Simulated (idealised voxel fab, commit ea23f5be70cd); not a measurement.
Presented below is a process module, voxel double patterning.
Cross-section cut: width 240 nm, square cells of 5 nm.
Cross-section layout: square cells on a grid; listed as bands, top to bottom; a band spans one or more cell rows.
Band: top and bottom heights (nm) first, top before bottom; then materials from left to right, widths in nm. "everywhere" marks a sole material filling the band edge to edge. "blank" denotes empty space.
Ref level 0: as-received wafer is one material below here. Bottom band extends down with no lower bound ("0..down").
Graded width ("30 to 40"): value in top row of band = first number; value in bottom row = second number; row-to-row change constant.
Step note "nothing got changed" = no cross-section cell changed.
Closed-off voids of 8+ cells (no open route to the top) go in "Entrapped voids", written width x height at distance from the left edge, in nm.
Whatever follows a step's settings on its line is a remark the simulator itself makes about that step.
A step line may carry the setting "overlay nm", which, for steps involving a mask, states the distance by which the mask lay to the right of its intended position; negative values denote displacement to the left.

### Set out below are the planned steps of the process
1. RECEIVE [material Si]
2. CONFORMAL_DEP [material SiO2] [thk nm 10]
3. DIRECTIONAL_DEP [material W] [thk nm 15]
4. DIRECTIONAL_DEP [material SiCN] [thk nm 5]
5. PATTERN [tone open] [mask id FIRST] [material resist] [width nm 15] [pitch nm 50] [thk nm 15] [overlay nm 0]
6. DIRECTIONAL_ETCH [etch materials SiCN] [depth nm 5]
7. STRIP [etch materials resist]
8. DIRECTIONAL_DEP [material aC] [thk nm 10]
9. PATTERN [tone open] [mask id SECOND] [material resist] [width nm 15] [thk nm 30] [overlay nm 0]
10. DIRECTIONAL_ETCH [etch materials aC] [depth nm 10]
11. STRIP [etch materials resist]
12. DIRECTIONAL_ETCH [etch materials SiCN] [depth nm 5]
13. STRIP [etch materials aC]
14. DIRECTIONAL_ETCH [etch materials W] [depth nm 15]
15. STRIP [etch materials SiCN]

### As-received wafer cross-section (after step 1)
  0..down: Si everywhere
  Entrapped voids: none

### The module was run from the start shown above using the plan shown above, but one mistake was made doing it; the resulting wafer cross-section is below
  15..0: W 85, blank 15, W 10, blank 15, W 10, blank 15, W 90
  0..down: Si everywhere
  Entrapped voids: none
So what did we get wrong on this run? plan step 2 skipped
